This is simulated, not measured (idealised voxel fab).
Herein follows the process module entitled voxel capacitor over wiring.
210 nm wide, 5 nm square cells: that's cross-section cut.
For the purposes of this document, a cross-section shall be understood as a grid of square cells, specified as bands listed in top-to-bottom order, each band consisting of one or more rows of cells.
This entry defines a band. It first specifies the height of the band's top and the height of its bottom in nm, and then specifies the band's materials from left to right, stating each material with its width in nm. The word "everywhere" identifies a single material that fills the band from edge to edge, while the word "blank" identifies empty space.
Heights are reckoned from 0. Under this level, the received wafer is all of one material. The bottommost band is open-ended downward, for example "0 and below".
Width spec "30->40" -> top row of cells at first value, bottom row at second value, equal per-row change in between.
No cell of the cross-section changed in a step that is given as "all unchanged".
In the "Voids, enclosed" entry, you get each enclosed empty space of 8 cells or more, one with no open way to the top, written width x height at distance, distance from the left edge, in nm.
Formally, on a step line, whatever follows the settings is a remark that the simulator itself makes on the step.
The line of a step may include "overlay nm". On a step with a mask, this value is how far to the right of its planned place the mask lay. A negative value means the mask lay to the left.

-- The steps planned for the process are as follows
1 RECEIVE,material Si
2 CONFORMAL_DEP,material SiO2,thk nm 10
3 CONFORMAL_DEP,material SiCN,thk nm 5
4 DIRECTIONAL_DEP,material lowk,thk nm 25
5 PATTERN,tone open,mask id METAL_1,material resist,width nm 25,pitch nm 90,thk nm 20,overlay nm 0
6 DIRECTIONAL_ETCH,etch materials lowk,depth nm 25
7 DIRECTIONAL_ETCH,etch materials SiCN,depth nm 5
8 STRIP,etch materials resist
9 CONFORMAL_DEP,material TiN,thk nm 5
10 FILL_DEP,material Ru,thk nm 10
11 CMP,height nm 40
12 CONFORMAL_DEP,material SiCN,thk nm 5
13 DIRECTIONAL_DEP,material SiO2,thk nm 20
14 PATTERN,tone open,mask id PLUG_1,material resist,width nm 15,thk nm 20,overlay nm 0
15 DIRECTIONAL_ETCH,etch materials SiO2,depth nm 20
16 DIRECTIONAL_ETCH,etch materials SiCN,depth nm 5
17 STRIP,etch materials resist
18 EPI,material Ru,thk nm 10
19 EPI,material Ru,thk nm 10
20 EPI,material Ru,thk nm 5
21 DIRECTIONAL_DEP,material TiN,thk nm 5
22 DIRECTIONAL_DEP,material Al2O3,thk nm 5
23 DIRECTIONAL_DEP,material TiN,thk nm 5
24 DIRECTIONAL_DEP,material aC,thk nm 15
25 PATTERN,tone cover,mask id UPPER_PLATE,material resist,width nm 70,thk nm 35,overlay nm 0
26 DIRECTIONAL_ETCH,etch materials aC,depth nm 15
27 STRIP,etch materials resist
28 DIRECTIONAL_ETCH,etch materials TiN,depth nm 5
29 DIRECTIONAL_ETCH,etch materials Al2O3,depth nm 5
30 STRIP,etch materials aC
31 DIRECTIONAL_DEP,material aC,thk nm 10
32 PATTERN,tone cover,mask id LOWER_PLATE,material resist,width nm 80,thk nm 25,overlay nm 0
33 DIRECTIONAL_ETCH,etch materials aC,depth nm 10
34 STRIP,etch materials resist
35 DIRECTIONAL_ETCH,etch materials TiN,depth nm 5
36 STRIP,etch materials aC
37 FILL_DEP,material SiO2,thk nm 20
38 CMP,height nm 95
39 PATTERN,tone open,mask id PLUG_2,material resist,width nm 15,thk nm 20,overlay nm 0
40 DIRECTIONAL_ETCH,etch materials SiO2,depth nm 15
41 STRIP,etch materials resist
42 CONFORMAL_DEP,material TiN,thk nm 5
43 FILL_DEP,material W,thk nm 10
44 CMP,height nm 95
45 CONFORMAL_DEP,material SiN,thk nm 5

-- First of two wafers, with the run carried out as planned

-- Cross-section of the wafer upon arrival, representing the state reached after step 1
  0 and below: Si everywhere
  Voids, enclosed: none

-- The wafer, seen in cross-section, after step 2
  10 down to 0: SiO2 everywhere
  below 0: unchanged

-- The wafer, seen in cross-section, after step 3
  15 down to 10: SiCN everywhere
  below 10: unchanged

-- The wafer, seen in cross-section, after step 4
  40 down to 15: lowk everywhere
  below 15: unchanged

-- The wafer, seen in cross-section, after step 5
  60 down to 40: resist 45, then blank 25, then resist 65, then blank 25, then resist 50
  below 40: unchanged

-- The wafer, seen in cross-section, after step 6
  60 down to 40: resist 45, then blank 25, then resist 65, then blank 25, then resist 50
  40 down to 15: lowk 45, then blank 25, then lowk 65, then blank 25, then lowk 50
  below 15: unchanged

-- The wafer, seen in cross-section, after step 7
  60 down to 40: resist 45, then blank 25, then resist 65, then blank 25, then resist 50
  40 down to 15: lowk 45, then blank 25, then lowk 65, then blank 25, then lowk 50
  15 down to 10: SiCN 45, then blank 25, then SiCN 65, then blank 25, then SiCN 50
  below 10: unchanged

-- The wafer, seen in cross-section, after step 8
  40 down to 15: lowk 45, then blank 25, then lowk 65, then blank 25, then lowk 50
  below 15: unchanged

-- The wafer, seen in cross-section, after step 9
  45 down to 40: TiN 50, then blank 15, then TiN 75, then blank 15, then TiN 55
  40 down to 15: lowk 45, then TiN 5, then blank 15, then TiN 5, then lowk 65, then TiN 5, then blank 15, then TiN 5, then lowk 50
  15 down to 10: SiCN 45, then TiN 25, then SiCN 65, then TiN 25, then SiCN 50
  below 10: unchanged

-- The wafer, seen in cross-section, after step 10
  55 down to 45: Ru everywhere
  45 down to 40: TiN 50, then Ru 15, then TiN 75, then Ru 15, then TiN 55
  40 down to 15: lowk 45, then TiN 5, then Ru 15, then TiN 5, then lowk 65, then TiN 5, then Ru 15, then TiN 5, then lowk 50
  below 15: unchanged

-- The wafer, seen in cross-section, after step 11
  40 down to 15: lowk 45, then TiN 5, then Ru 15, then TiN 5, then lowk 65, then TiN 5, then Ru 15, then TiN 5, then lowk 50
  below 15: unchanged

-- The wafer, seen in cross-section, after step 12
  45 down to 40: SiCN everywhere
  below 40: unchanged

-- The wafer, seen in cross-section, after step 13
  65 down to 45: SiO2 everywhere
  below 45: unchanged

-- The wafer, seen in cross-section, after step 14
  85 down to 65: resist 55, then blank 15, then resist 140
  below 65: unchanged

-- The wafer, seen in cross-section, after step 15
  85 down to 65: resist 55, then blank 15, then resist 140
  65 down to 45: SiO2 55, then blank 15, then SiO2 140
  below 45: unchanged

-- The wafer, seen in cross-section, after step 16
  85 down to 65: resist 55, then blank 15, then resist 140
  65 down to 45: SiO2 55, then blank 15, then SiO2 140
  45 down to 40: SiCN 55, then blank 15, then SiCN 140
  below 40: unchanged

-- The wafer, seen in cross-section, after step 17
  65 down to 45: SiO2 55, then blank 15, then SiO2 140
  below 45: unchanged

-- The wafer, seen in cross-section, after step 18
  65 down to 50: SiO2 55, then blank 15, then SiO2 140
  50 down to 45: SiO2 55, then Ru 15, then SiO2 140
  45 down to 40: SiCN 55, then Ru 15, then SiCN 140
  below 40: unchanged

-- The wafer, seen in cross-section, after step 19
  65 down to 60: SiO2 55, then blank 15, then SiO2 140
  60 down to 45: SiO2 55, then Ru 15, then SiO2 140
  below 45: unchanged

-- The wafer, seen in cross-section, after step 20
  65 down to 45: SiO2 55, then Ru 15, then SiO2 140
  below 45: unchanged

-- The wafer, seen in cross-section, after step 21
  70 down to 65: TiN everywhere
  below 65: unchanged

-- The wafer, seen in cross-section, after step 22
  75 down to 70: Al2O3 everywhere
  below 70: unchanged

-- The wafer, seen in cross-section, after step 23
  80 down to 75: TiN everywhere
  below 75: unchanged

-- The wafer, seen in cross-section, after step 24
  95 down to 80: aC everywhere
  below 80: unchanged

-- The wafer, seen in cross-section, after step 25
  130 down to 95: blank 55, then resist 70, then blank 85
  below 95: unchanged

-- The wafer, seen in cross-section, after step 26
  115 down to 95: blank 55, then resist 70, then blank 85
  95 down to 80: blank 55, then aC 70, then blank 85
  below 80: unchanged

-- The wafer, seen in cross-section, after step 27
  95 down to 80: blank 55, then aC 70, then blank 85
  below 80: unchanged

-- The wafer, seen in cross-section, after step 28
  95 down to 80: blank 55, then aC 70, then blank 85
  80 down to 75: blank 55, then TiN 70, then blank 85
  below 75: unchanged

-- The wafer, seen in cross-section, after step 29
  95 down to 80: blank 55, then aC 70, then blank 85
  80 down to 75: blank 55, then TiN 70, then blank 85
  75 down to 70: blank 55, then Al2O3 70, then blank 85
  below 70: unchanged

-- The wafer, seen in cross-section, after step 30
  80 down to 75: blank 55, then TiN 70, then blank 85
  below 75: unchanged

-- The wafer, seen in cross-section, after step 31
  90 down to 80: blank 55, then aC 70, then blank 85
  80 down to 75: aC 55, then TiN 70, then aC 85
  75 down to 70: aC 55, then Al2O3 70, then aC 85
  below 70: unchanged

-- The wafer, seen in cross-section, after step 32
  115 down to 90: blank 50, then resist 80, then blank 80
  90 down to 80: blank 50, then resist 5, then aC 70, then resist 5, then blank 80
  below 80: unchanged

-- The wafer, seen in cross-section, after step 33
  105 down to 90: blank 50, then resist 80, then blank 80
  90 down to 80: blank 50, then resist 5, then aC 70, then resist 5, then blank 80
  80 down to 75: blank 50, then aC 5, then TiN 70, then aC 5, then blank 80
  75 down to 70: blank 50, then aC 5, then Al2O3 70, then aC 5, then blank 80
  below 70: unchanged

-- The wafer, seen in cross-section, after step 34
  90 down to 80: blank 55, then aC 70, then blank 85
  below 80: unchanged

-- The wafer, seen in cross-section, after step 35
  90 down to 80: blank 55, then aC 70, then blank 85
  80 down to 75: blank 50, then aC 5, then TiN 70, then aC 5, then blank 80
  75 down to 70: blank 50, then aC 5, then Al2O3 70, then aC 5, then blank 80
  70 down to 65: blank 50, then TiN 80, then blank 80
  below 65: unchanged

-- The wafer, seen in cross-section, after step 36
  80 down to 75: blank 55, then TiN 70, then blank 85
  75 down to 70: blank 55, then Al2O3 70, then blank 85
  below 70: unchanged

-- The wafer, seen in cross-section, after step 37
  100 down to 80: SiO2 everywhere
  80 down to 75: SiO2 55, then TiN 70, then SiO2 85
  75 down to 70: SiO2 55, then Al2O3 70, then SiO2 85
  70 down to 65: SiO2 50, then TiN 80, then SiO2 80
  below 65: unchanged

-- The wafer, seen in cross-section, after step 38
  95 down to 80: SiO2 everywhere
  below 80: unchanged

-- The wafer, seen in cross-section, after step 39
  115 down to 95: resist 65, then blank 15, then resist 130
  below 95: unchanged

-- The wafer, seen in cross-section, after step 40
  115 down to 95: resist 65, then blank 15, then resist 130
  95 down to 80: SiO2 65, then blank 15, then SiO2 130
  below 80: unchanged

-- The wafer, seen in cross-section, after step 41
  95 down to 80: SiO2 65, then blank 15, then SiO2 130
  below 80: unchanged

-- The wafer, seen in cross-section, after step 42
  100 down to 95: TiN 70, then blank 5, then TiN 135
  95 down to 85: SiO2 65, then TiN 5, then blank 5, then TiN 5, then SiO2 130
  85 down to 75: SiO2 65->55, then TiN 15->70, then SiO2 130->85
  below 75: unchanged

-- The wafer, seen in cross-section, after step 43
  110 down to 100: W everywhere
  100 down to 95: TiN 70, then W 5, then TiN 135
  95 down to 85: SiO2 65, then TiN 5, then W 5, then TiN 5, then SiO2 130
  below 85: unchanged

-- The wafer, seen in cross-section, after step 44
  95 down to 85: SiO2 65, then TiN 5, then W 5, then TiN 5, then SiO2 130
  below 85: unchanged

-- The wafer, seen in cross-section, after step 45
  100 down to 95: SiN everywhere
  below 95: unchanged

-- Second wafer - shared start and plan with the first - one error in running - same as the first up to step 4 inclusive

-- Cross-section: second wafer, time at which step 5 was scheduled to end
  60 down to 40: resist 45, then blank 30, then resist 60, then blank 30, then resist 45
  below 40: unchanged

-- Cross-section: second wafer, time at which step 6 was scheduled to end
  60 down to 40: resist 45, then blank 30, then resist 60, then blank 30, then resist 45
  40 down to 15: lowk 45, then blank 30, then lowk 60, then blank 30, then lowk 45
  below 15: unchanged

-- Cross-section: second wafer, time at which step 7 was scheduled to end
  60 down to 40: resist 45, then blank 30, then resist 60, then blank 30, then resist 45
  40 down to 15: lowk 45, then blank 30, then lowk 60, then blank 30, then lowk 45
  15 down to 10: SiCN 45, then blank 30, then SiCN 60, then blank 30, then SiCN 45
  below 10: unchanged

-- Cross-section: second wafer, time at which step 8 was scheduled to end
  40 down to 15: lowk 45, then blank 30, then lowk 60, then blank 30, then lowk 45
  below 15: unchanged

-- Cross-section: second wafer, time at which step 9 was scheduled to end
  45 down to 40: TiN 50, then blank 20, then TiN 70, then blank 20, then TiN 50
  40 down to 15: lowk 45, then TiN 5, then blank 20, then TiN 5, then lowk 60, then TiN 5, then blank 20, then TiN 5, then lowk 45
  15 down to 10: SiCN 45, then TiN 30, then SiCN 60, then TiN 30, then SiCN 45
  below 10: unchanged

-- Cross-section: second wafer, time at which step 10 was scheduled to end
  55 down to 45: Ru everywhere
  45 down to 40: TiN 50, then Ru 20, then TiN 70, then Ru 20, then TiN 50
  40 down to 15: lowk 45, then TiN 5, then Ru 20, then TiN 5, then lowk 60, then TiN 5, then Ru 20, then TiN 5, then lowk 45
  below 15: unchanged

-- Cross-section: second wafer, time at which step 11 was scheduled to end
  40 down to 15: lowk 45, then TiN 5, then Ru 20, then TiN 5, then lowk 60, then TiN 5, then Ru 20, then TiN 5, then lowk 45
  below 15: unchanged

-- Cross-section: second wafer, time at which step 12 was scheduled to end
  45 down to 40: SiCN everywhere
  below 40: unchanged

-- Cross-section: second wafer, time at which step 13 was scheduled to end
  65 down to 45: SiO2 everywhere
  below 45: unchanged

-- Cross-section: second wafer, time at which step 14 was scheduled to end
  85 down to 65: resist 55, then blank 15, then resist 140
  below 65: unchanged

-- Cross-section: second wafer, time at which step 15 was scheduled to end
  85 down to 65: resist 55, then blank 15, then resist 140
  65 down to 45: SiO2 55, then blank 15, then SiO2 140
  below 45: unchanged

-- Cross-section: second wafer, time at which step 16 was scheduled to end
  85 down to 65: resist 55, then blank 15, then resist 140
  65 down to 45: SiO2 55, then blank 15, then SiO2 140
  45 down to 40: SiCN 55, then blank 15, then SiCN 140
  below 40: unchanged

-- Cross-section: second wafer, time at which step 17 was scheduled to end
  65 down to 45: SiO2 55, then blank 15, then SiO2 140
  below 45: unchanged

-- Cross-section: second wafer, time at which step 18 was scheduled to end
  65 down to 50: SiO2 55, then blank 15, then SiO2 140
  50 down to 45: SiO2 55, then Ru 15, then SiO2 140
  45 down to 40: SiCN 55, then Ru 15, then SiCN 140
  below 40: unchanged

-- Cross-section: second wafer, time at which step 19 was scheduled to end
  65 down to 60: SiO2 55, then blank 15, then SiO2 140
  60 down to 45: SiO2 55, then Ru 15, then SiO2 140
  below 45: unchanged

-- Cross-section: second wafer, time at which step 20 was scheduled to end
  65 down to 45: SiO2 55, then Ru 15, then SiO2 140
  below 45: unchanged

-- Cross-section: second wafer, time at which step 21 was scheduled to end
  70 down to 65: TiN everywhere
  below 65: unchanged

-- Cross-section: second wafer, time at which step 22 was scheduled to end
  75 down to 70: Al2O3 everywhere
  below 70: unchanged

-- Cross-section: second wafer, time at which step 23 was scheduled to end
  80 down to 75: TiN everywhere
  below 75: unchanged

-- Cross-section: second wafer, time at which step 24 was scheduled to end
  95 down to 80: aC everywhere
  below 80: unchanged

-- Cross-section: second wafer, time at which step 25 was scheduled to end
  130 down to 95: blank 55, then resist 70, then blank 85
  below 95: unchanged

-- Cross-section: second wafer, time at which step 26 was scheduled to end
  115 down to 95: blank 55, then resist 70, then blank 85
  95 down to 80: blank 55, then aC 70, then blank 85
  below 80: unchanged

-- Cross-section: second wafer, time at which step 27 was scheduled to end
  95 down to 80: blank 55, then aC 70, then blank 85
  below 80: unchanged

-- Cross-section: second wafer, time at which step 28 was scheduled to end
  95 down to 80: blank 55, then aC 70, then blank 85
  80 down to 75: blank 55, then TiN 70, then blank 85
  below 75: unchanged

-- Cross-section: second wafer, time at which step 29 was scheduled to end
  95 down to 80: blank 55, then aC 70, then blank 85
  80 down to 75: blank 55, then TiN 70, then blank 85
  75 down to 70: blank 55, then Al2O3 70, then blank 85
  below 70: unchanged

-- Cross-section: second wafer, time at which step 30 was scheduled to end
  80 down to 75: blank 55, then TiN 70, then blank 85
  below 75: unchanged

-- Cross-section: second wafer, time at which step 31 was scheduled to end
  90 down to 80: blank 55, then aC 70, then blank 85
  80 down to 75: aC 55, then TiN 70, then aC 85
  75 down to 70: aC 55, then Al2O3 70, then aC 85
  below 70: unchanged

-- Cross-section: second wafer, time at which step 32 was scheduled to end
  115 down to 90: blank 50, then resist 80, then blank 80
  90 down to 80: blank 50, then resist 5, then aC 70, then resist 5, then blank 80
  below 80: unchanged

-- Cross-section: second wafer, time at which step 33 was scheduled to end
  105 down to 90: blank 50, then resist 80, then blank 80
  90 down to 80: blank 50, then resist 5, then aC 70, then resist 5, then blank 80
  80 down to 75: blank 50, then aC 5, then TiN 70, then aC 5, then blank 80
  75 down to 70: blank 50, then aC 5, then Al2O3 70, then aC 5, then blank 80
  below 70: unchanged

-- Cross-section: second wafer, time at which step 34 was scheduled to end
  90 down to 80: blank 55, then aC 70, then blank 85
  below 80: unchanged

-- Cross-section: second wafer, time at which step 35 was scheduled to end
  90 down to 80: blank 55, then aC 70, then blank 85
  80 down to 75: blank 50, then aC 5, then TiN 70, then aC 5, then blank 80
  75 down to 70: blank 50, then aC 5, then Al2O3 70, then aC 5, then blank 80
  70 down to 65: blank 50, then TiN 80, then blank 80
  below 65: unchanged

-- Cross-section: second wafer, time at which step 36 was scheduled to end
  80 down to 75: blank 55, then TiN 70, then blank 85
  75 down to 70: blank 55, then Al2O3 70, then blank 85
  below 70: unchanged

-- Cross-section: second wafer, time at which step 37 was scheduled to end
  100 down to 80: SiO2 everywhere
  80 down to 75: SiO2 55, then TiN 70, then SiO2 85
  75 down to 70: SiO2 55, then Al2O3 70, then SiO2 85
  70 down to 65: SiO2 50, then TiN 80, then SiO2 80
  below 65: unchanged

-- Cross-section: second wafer, time at which step 38 was scheduled to end
  95 down to 80: SiO2 everywhere
  below 80: unchanged

-- Cross-section: second wafer, time at which step 39 was scheduled to end
  115 down to 95: resist 65, then blank 15, then resist 130
  below 95: unchanged

-- Cross-section: second wafer, time at which step 40 was scheduled to end
  115 down to 95: resist 65, then blank 15, then resist 130
  95 down to 80: SiO2 65, then blank 15, then SiO2 130
  below 80: unchanged

-- Cross-section: second wafer, time at which step 41 was scheduled to end
  95 down to 80: SiO2 65, then blank 15, then SiO2 130
  below 80: unchanged

-- Cross-section: second wafer, time at which step 42 was scheduled to end
  100 down to 95: TiN 70, then blank 5, then TiN 135
  95 down to 85: SiO2 65, then TiN 5, then blank 5, then TiN 5, then SiO2 130
  85 down to 75: SiO2 65->55, then TiN 15->70, then SiO2 130->85
  below 75: unchanged

-- Cross-section: second wafer, time at which step 43 was scheduled to end
  110 down to 100: W everywhere
  100 down to 95: TiN 70, then W 5, then TiN 135
  95 down to 85: SiO2 65, then TiN 5, then W 5, then TiN 5, then SiO2 130
  below 85: unchanged

-- Cross-section: second wafer, time at which step 44 was scheduled to end
  95 down to 85: SiO2 65, then TiN 5, then W 5, then TiN 5, then SiO2 130
  below 85: unchanged

-- Cross-section: second wafer, time at which step 45 was scheduled to end
  100 down to 95: SiN everywhere
  below 95: unchanged
Short version of what went wrong: in deviation from the planned setting, step 5 was conducted as PATTERN,tone open,mask id METAL_1,material resist,width nm 30,pitch nm 90,thk nm 20,overlay nm 0
In the final state, the cell counts of the second wafer exceed or fall short of those of the first for the following materials: Ru +10, SiCN -2, TiN +2, lowk -10
